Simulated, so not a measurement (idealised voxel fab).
Documented hereafter: the process module known as voxel transistor to metal.
Pictured: cross-section cut, 215 nm wide, on a grid of 5 nm square cells.
Throughout this document, each cross-section is represented as a grid of square cells and is presented as a sequence of bands enumerated from the top downward, where a band comprises one or more rows of cells.
Per band: top height and bottom height in nm, followed by the left-to-right materials and their widths in nm; "all across" marks a single material spanning edge to edge, "empty" marks empty space.
Counting heights begins at 0, where everything beneath is, in the wafer as received, one material. The lowest band has no bottom; it goes on downwards, as "0 nm and below" shows.
The width entry "30->40" should be interpreted row by row: the top row of cells in the band takes the first number, the bottom row takes the second number, and the change between adjacent rows is uniform throughout.
Where the words "all unchanged" appear for a step, the cross-section shows no cell changed by that step; every cell remained as before.
Closed empty spaces (no open way to the top) of 8 cells or more are what "Closed void list" lists, each as width x height at distance from the left edge, nm for all three.
Read whatever lies past the settings on a step's line as the simulator's own remark about the step.
overlay nm: step with mask; distance mask lay right of planned place; negative value = left of planned place.

This section lists the process steps that were planned
step 1: RECEIVE with material Si
step 2: CONFORMAL_DEP with material SiO2, thk nm 5
step 3: CONFORMAL_DEP with material SiN, thk nm 15
step 4: PATTERN with tone cover, mask id ACTIVE, material resist, width nm 95, thk nm 20, overlay nm 0
step 5: DIRECTIONAL_ETCH with etch materials SiN, depth nm 15
step 6: DIRECTIONAL_ETCH with etch materials SiO2, depth nm 5
step 7: DIRECTIONAL_ETCH with etch materials Si, depth nm 30
step 8: STRIP with etch materials resist
step 9: FILL_DEP with material SiO2, thk nm 10
step 10: CMP with height nm 20
step 11: SELECTIVE_ETCH with etch materials SiO2, depth nm 10
step 12: STRIP with etch materials SiN
step 13: SELECTIVE_ETCH with etch materials SiO2, depth nm 5
step 14: OXIDIZE with depth nm 5
step 15: DIRECTIONAL_DEP with material polySi, thk nm 20
step 16: DIRECTIONAL_DEP with material SiCN, thk nm 10
step 17: DIRECTIONAL_DEP with material aC, thk nm 15
step 18: PATTERN with tone cover, mask id GATE, material resist, width nm 25, thk nm 35, overlay nm 0
step 19: DIRECTIONAL_ETCH with etch materials aC, depth nm 15
step 20: STRIP with etch materials resist
step 21: DIRECTIONAL_ETCH with etch materials SiCN, depth nm 20
step 22: DIRECTIONAL_ETCH with etch materials polySi, depth nm 30
step 23: STRIP with etch materials aC
step 24: CONFORMAL_DEP with material SiN, thk nm 5
step 25: DIRECTIONAL_ETCH with etch materials SiN, depth nm 5
step 26: DIRECTIONAL_ETCH with etch materials SiO2, depth nm 5
step 27: EPI with material nSi, thk nm 5
step 28: FILL_DEP with material SiO2, thk nm 10
step 29: CMP with height nm 30
step 30: DIRECTIONAL_DEP with material SiO2, thk nm 10
step 31: MASKED_ETCH with tone open, mask id CONTACT, width nm 15, pitch nm 70, etch materials SiO2, depth nm 40, overlay nm 0
step 32: CONFORMAL_DEP with material TiN, thk nm 5
step 33: FILL_DEP with material Ru, thk nm 5
step 34: CMP with height nm 40
step 35: DIRECTIONAL_DEP with material TiN, thk nm 5
step 36: DIRECTIONAL_DEP with material W, thk nm 20
step 37: MASKED_ETCH with tone cover, mask id METAL_1, width nm 15, pitch nm 70, etch materials W, depth nm 20, overlay nm 0
step 38: MASKED_ETCH with tone cover, mask id METAL_1, width nm 15, pitch nm 70, etch materials TiN, depth nm 5, overlay nm 0
step 39: FILL_DEP with material SiO2, thk nm 5
step 40: CMP with height nm 65
step 41: CONFORMAL_DEP with material SiN, thk nm 5

Of two wafers, the first: run according to plan

Incoming wafer in cross-section (state: after step 1)
> 0 nm and below  Si all across
> Closed void list: none

After step 2: wafer cross-section
> 5 nm to 0 nm  SiO2 all across
> Rest of section, below 0: as before.

After step 3: wafer cross-section
> 20 nm to 5 nm  SiN all across
> Rest of section, below 5: as before.

After step 4: wafer cross-section
> 40 nm to 20 nm  60 nm empty | 95 nm resist | 60 nm empty
> Rest of section, below 20: as before.

After step 5: wafer cross-section
> 40 nm to 20 nm  60 nm empty | 95 nm resist | 60 nm empty
> 20 nm to 5 nm  60 nm empty | 95 nm SiN | 60 nm empty
> Rest of section, below 5: as before.

After step 6: wafer cross-section
> 40 nm to 20 nm  60 nm empty | 95 nm resist | 60 nm empty
> 20 nm to 5 nm  60 nm empty | 95 nm SiN | 60 nm empty
> 5 nm to 0 nm  60 nm empty | 95 nm SiO2 | 60 nm empty
> Rest of section, below 0: as before.

After step 7: wafer cross-section
> 40 nm to 20 nm  60 nm empty | 95 nm resist | 60 nm empty
> 20 nm to 5 nm  60 nm empty | 95 nm SiN | 60 nm empty
> 5 nm to 0 nm  60 nm empty | 95 nm SiO2 | 60 nm empty
> 0 nm to -30 nm  60 nm empty | 95 nm Si | 60 nm empty
> Rest of section, below -30: as before.

After step 8: wafer cross-section
> 20 nm to 5 nm  60 nm empty | 95 nm SiN | 60 nm empty
> Rest of section, below 5: as before.

After step 9: wafer cross-section
> 30 nm to 20 nm  SiO2 all across
> 20 nm to 5 nm  60 nm SiO2 | 95 nm SiN | 60 nm SiO2
> 5 nm to 0 nm  SiO2 all across
> 0 nm to -30 nm  60 nm SiO2 | 95 nm Si | 60 nm SiO2
> Rest of section, below -30: as before.

After step 10: wafer cross-section
> 20 nm to 5 nm  60 nm SiO2 | 95 nm SiN | 60 nm SiO2
> Rest of section, below 5: as before.

After step 11: wafer cross-section
> 20 nm to 10 nm  60 nm empty | 95 nm SiN | 60 nm empty
> Rest of section, below 10: as before.

After step 12: wafer cross-section
> 10 nm to 5 nm  60 nm SiO2 | 95 nm empty | 60 nm SiO2
> Rest of section, below 5: as before.

After step 13: wafer cross-section
> 5 nm to 0 nm  55 nm SiO2 | 105 nm empty | 55 nm SiO2
> Rest of section, below 0: as before.

After step 14: wafer cross-section
> 5 nm to 0 nm  55 nm SiO2 | 105 nm empty | 55 nm SiO2
> 0 nm to -5 nm  SiO2 all across
> Rest of section, below -5: as before.

After step 15: wafer cross-section
> 25 nm to 20 nm  55 nm polySi | 105 nm empty | 55 nm polySi
> 20 nm to 5 nm  polySi all across
> 5 nm to 0 nm  55 nm SiO2 | 105 nm polySi | 55 nm SiO2
> Rest of section, below 0: as before.

After step 16: wafer cross-section
> 35 nm to 30 nm  55 nm SiCN | 105 nm empty | 55 nm SiCN
> 30 nm to 25 nm  SiCN all across
> 25 nm to 20 nm  55 nm polySi | 105 nm SiCN | 55 nm polySi
> Rest of section, below 20: as before.

After step 17: wafer cross-section
> 50 nm to 45 nm  55 nm aC | 105 nm empty | 55 nm aC
> 45 nm to 35 nm  aC all across
> 35 nm to 30 nm  55 nm SiCN | 105 nm aC | 55 nm SiCN
> Rest of section, below 30: as before.

After step 18: wafer cross-section
> 85 nm to 50 nm  95 nm empty | 25 nm resist | 95 nm empty
> 50 nm to 45 nm  55 nm aC | 40 nm empty | 25 nm resist | 40 nm empty | 55 nm aC
> Rest of section, below 45: as before.

After step 19: wafer cross-section
> 70 nm to 45 nm  95 nm empty | 25 nm resist | 95 nm empty
> 45 nm to 35 nm  95 nm empty | 25 nm aC | 95 nm empty
> 35 nm to 30 nm  55 nm SiCN | 40 nm empty | 25 nm aC | 40 nm empty | 55 nm SiCN
> Rest of section, below 30: as before.

After step 20: wafer cross-section
> 45 nm to 35 nm  95 nm empty | 25 nm aC | 95 nm empty
> Rest of section, below 35: as before.

After step 21: wafer cross-section
> 45 nm to 30 nm  95 nm empty | 25 nm aC | 95 nm empty
> 30 nm to 25 nm  95 nm empty | 25 nm SiCN | 95 nm empty
> 25 nm to 20 nm  55 nm polySi | 40 nm empty | 25 nm SiCN | 40 nm empty | 55 nm polySi
> Rest of section, below 20: as before.

After step 22: wafer cross-section
> 45 nm to 30 nm  95 nm empty | 25 nm aC | 95 nm empty
> 30 nm to 20 nm  95 nm empty | 25 nm SiCN | 95 nm empty
> 20 nm to 5 nm  95 nm empty | 25 nm polySi | 95 nm empty
> 5 nm to 0 nm  55 nm SiO2 | 40 nm empty | 25 nm polySi | 40 nm empty | 55 nm SiO2
> Rest of section, below 0: as before.

After step 23: wafer cross-section
> 30 nm to 20 nm  95 nm empty | 25 nm SiCN | 95 nm empty
> Rest of section, below 20: as before.

After step 24: wafer cross-section
> 35 nm to 30 nm  90 nm empty | 35 nm SiN | 90 nm empty
> 30 nm to 20 nm  90 nm empty | 5 nm SiN | 25 nm SiCN | 5 nm SiN | 90 nm empty
> 20 nm to 10 nm  90 nm empty | 5 nm SiN | 25 nm polySi | 5 nm SiN | 90 nm empty
> 10 nm to 5 nm  60 nm SiN | 30 nm empty | 5 nm SiN | 25 nm polySi | 5 nm SiN | 30 nm empty | 60 nm SiN
> 5 nm to 0 nm  55 nm SiO2 | 40 nm SiN | 25 nm polySi | 40 nm SiN | 55 nm SiO2
> Rest of section, below 0: as before.

After step 25: wafer cross-section
> 30 nm to 20 nm  90 nm empty | 5 nm SiN | 25 nm SiCN | 5 nm SiN | 90 nm empty
> 20 nm to 5 nm  90 nm empty | 5 nm SiN | 25 nm polySi | 5 nm SiN | 90 nm empty
> 5 nm to 0 nm  55 nm SiO2 | 5 nm SiN | 30 nm empty | 5 nm SiN | 25 nm polySi | 5 nm SiN | 30 nm empty | 5 nm SiN | 55 nm SiO2
> Rest of section, below 0: as before.

After step 26: wafer cross-section
> 30 nm to 20 nm  90 nm empty | 5 nm SiN | 25 nm SiCN | 5 nm SiN | 90 nm empty
> 20 nm to 5 nm  90 nm empty | 5 nm SiN | 25 nm polySi | 5 nm SiN | 90 nm empty
> 5 nm to 0 nm  55 nm empty | 5 nm SiN | 30 nm empty | 5 nm SiN | 25 nm polySi | 5 nm SiN | 30 nm empty | 5 nm SiN | 55 nm empty
> 0 nm to -5 nm  60 nm SiO2 | 30 nm empty | 35 nm SiO2 | 30 nm empty | 60 nm SiO2
> Rest of section, below -5: as before.

After step 27: wafer cross-section
> 30 nm to 20 nm  90 nm empty | 5 nm SiN | 25 nm SiCN | 5 nm SiN | 90 nm empty
> 20 nm to 5 nm  90 nm empty | 5 nm SiN | 25 nm polySi | 5 nm SiN | 90 nm empty
> 5 nm to 0 nm  55 nm empty | 5 nm SiN | 30 nm empty | 5 nm SiN | 25 nm polySi | 5 nm SiN | 30 nm empty | 5 nm SiN | 55 nm empty
> 0 nm to -5 nm  60 nm SiO2 | 30 nm nSi | 35 nm SiO2 | 30 nm nSi | 60 nm SiO2
> Rest of section, below -5: as before.

After step 28: wafer cross-section
> 40 nm to 30 nm  SiO2 all across
> 30 nm to 20 nm  90 nm SiO2 | 5 nm SiN | 25 nm SiCN | 5 nm SiN | 90 nm SiO2
> 20 nm to 5 nm  90 nm SiO2 | 5 nm SiN | 25 nm polySi | 5 nm SiN | 90 nm SiO2
> 5 nm to 0 nm  55 nm SiO2 | 5 nm SiN | 30 nm SiO2 | 5 nm SiN | 25 nm polySi | 5 nm SiN | 30 nm SiO2 | 5 nm SiN | 55 nm SiO2
> Rest of section, below 0: as before.

After step 29: wafer cross-section
> 30 nm to 20 nm  90 nm SiO2 | 5 nm SiN | 25 nm SiCN | 5 nm SiN | 90 nm SiO2
> Rest of section, below 20: as before.

After step 30: wafer cross-section
> 40 nm to 30 nm  SiO2 all across
> Rest of section, below 30: as before.

After step 31: wafer cross-section
> 40 nm to 30 nm  65 nm SiO2 | 15 nm empty | 55 nm SiO2 | 15 nm empty | 65 nm SiO2
> 30 nm to 20 nm  65 nm SiO2 | 15 nm empty | 10 nm SiO2 | 5 nm SiN | 25 nm SiCN | 5 nm SiN | 10 nm SiO2 | 15 nm empty | 65 nm SiO2
> 20 nm to 5 nm  65 nm SiO2 | 15 nm empty | 10 nm SiO2 | 5 nm SiN | 25 nm polySi | 5 nm SiN | 10 nm SiO2 | 15 nm empty | 65 nm SiO2
> 5 nm to 0 nm  55 nm SiO2 | 5 nm SiN | 5 nm SiO2 | 15 nm empty | 10 nm SiO2 | 5 nm SiN | 25 nm polySi | 5 nm SiN | 10 nm SiO2 | 15 nm empty | 5 nm SiO2 | 5 nm SiN | 55 nm SiO2
> Rest of section, below 0: as before.

After step 32: wafer cross-section
> 45 nm to 40 nm  70 nm TiN | 5 nm empty | 65 nm TiN | 5 nm empty | 70 nm TiN
> 40 nm to 30 nm  65 nm SiO2 | 5 nm TiN | 5 nm empty | 5 nm TiN | 55 nm SiO2 | 5 nm TiN | 5 nm empty | 5 nm TiN | 65 nm SiO2
> 30 nm to 20 nm  65 nm SiO2 | 5 nm TiN | 5 nm empty | 5 nm TiN | 10 nm SiO2 | 5 nm SiN | 25 nm SiCN | 5 nm SiN | 10 nm SiO2 | 5 nm TiN | 5 nm empty | 5 nm TiN | 65 nm SiO2
> 20 nm to 5 nm  65 nm SiO2 | 5 nm TiN | 5 nm empty | 5 nm TiN | 10 nm SiO2 | 5 nm SiN | 25 nm polySi | 5 nm SiN | 10 nm SiO2 | 5 nm TiN | 5 nm empty | 5 nm TiN | 65 nm SiO2
> 5 nm to 0 nm  55 nm SiO2 | 5 nm SiN | 5 nm SiO2 | 15 nm TiN | 10 nm SiO2 | 5 nm SiN | 25 nm polySi | 5 nm SiN | 10 nm SiO2 | 15 nm TiN | 5 nm SiO2 | 5 nm SiN | 55 nm SiO2
> Rest of section, below 0: as before.

After step 33: wafer cross-section
> 50 nm to 45 nm  Ru all across
> 45 nm to 40 nm  70 nm TiN | 5 nm Ru | 65 nm TiN | 5 nm Ru | 70 nm TiN
> 40 nm to 30 nm  65 nm SiO2 | 5 nm TiN | 5 nm Ru | 5 nm TiN | 55 nm SiO2 | 5 nm TiN | 5 nm Ru | 5 nm TiN | 65 nm SiO2
> 30 nm to 20 nm  65 nm SiO2 | 5 nm TiN | 5 nm Ru | 5 nm TiN | 10 nm SiO2 | 5 nm SiN | 25 nm SiCN | 5 nm SiN | 10 nm SiO2 | 5 nm TiN | 5 nm Ru | 5 nm TiN | 65 nm SiO2
> 20 nm to 5 nm  65 nm SiO2 | 5 nm TiN | 5 nm Ru | 5 nm TiN | 10 nm SiO2 | 5 nm SiN | 25 nm polySi | 5 nm SiN | 10 nm SiO2 | 5 nm TiN | 5 nm Ru | 5 nm TiN | 65 nm SiO2
> Rest of section, below 5: as before.

After step 34: wafer cross-section
> 40 nm to 30 nm  65 nm SiO2 | 5 nm TiN | 5 nm Ru | 5 nm TiN | 55 nm SiO2 | 5 nm TiN | 5 nm Ru | 5 nm TiN | 65 nm SiO2
> Rest of section, below 30: as before.

After step 35: wafer cross-section
> 45 nm to 40 nm  TiN all across
> Rest of section, below 40: as before.

After step 36: wafer cross-section
> 65 nm to 45 nm  W all across
> Rest of section, below 45: as before.

After step 37: wafer cross-section
> 65 nm to 45 nm  65 nm empty | 15 nm W | 55 nm empty | 15 nm W | 65 nm empty
> Rest of section, below 45: as before.

After step 38: wafer cross-section
> 65 nm to 45 nm  65 nm empty | 15 nm W | 55 nm empty | 15 nm W | 65 nm empty
> 45 nm to 40 nm  65 nm empty | 15 nm TiN | 55 nm empty | 15 nm TiN | 65 nm empty
> Rest of section, below 40: as before.

After step 39: wafer cross-section
> 70 nm to 65 nm  SiO2 all across
> 65 nm to 45 nm  65 nm SiO2 | 15 nm W | 55 nm SiO2 | 15 nm W | 65 nm SiO2
> 45 nm to 40 nm  65 nm SiO2 | 15 nm TiN | 55 nm SiO2 | 15 nm TiN | 65 nm SiO2
> Rest of section, below 40: as before.

After step 40: wafer cross-section
> 65 nm to 45 nm  65 nm SiO2 | 15 nm W | 55 nm SiO2 | 15 nm W | 65 nm SiO2
> Rest of section, below 45: as before.

After step 41: wafer cross-section
> 70 nm to 65 nm  SiN all across
> Rest of section, below 65: as before.

It is to be noted that the second wafer proceeded from the same initial state and according to the same plan as the first, although one mistake was committed in its execution; through step 36, inclusive, the two wafers share an identical history

Second wafer, sectioned view, at step 37's planned end time
> 65 nm to 45 nm  55 nm empty | 15 nm W | 55 nm empty | 15 nm W | 75 nm empty
> Rest of section, below 45: as before.

Second wafer, sectioned view, at step 38's planned end time
> 65 nm to 45 nm  55 nm empty | 15 nm W | 55 nm empty | 15 nm W | 75 nm empty
> 45 nm to 40 nm  55 nm empty | 25 nm TiN | 45 nm empty | 25 nm TiN | 65 nm empty
> Rest of section, below 40: as before.

Second wafer, sectioned view, at step 39's planned end time
> 70 nm to 65 nm  SiO2 all across
> 65 nm to 45 nm  55 nm SiO2 | 15 nm W | 55 nm SiO2 | 15 nm W | 75 nm SiO2
> 45 nm to 40 nm  55 nm SiO2 | 25 nm TiN | 45 nm SiO2 | 25 nm TiN | 65 nm SiO2
> Rest of section, below 40: as before.

Second wafer, sectioned view, at step 40's planned end time
> 65 nm to 45 nm  55 nm SiO2 | 15 nm W | 55 nm SiO2 | 15 nm W | 75 nm SiO2
> Rest of section, below 45: as before.

Second wafer, sectioned view, at step 41's planned end time
> 70 nm to 65 nm  SiN all across
> Rest of section, below 65: as before.
Heads up, the wafer didn't run the way we planned it: note that step 37 departed from the planned setting and was carried out as MASKED_ETCH with tone cover, mask id METAL_1, width nm 15, pitch nm 70, etch materials W, depth nm 20, overlay nm -10
Cell-count delta at end, second wafer over first, by material: SiO2 -4, TiN +4
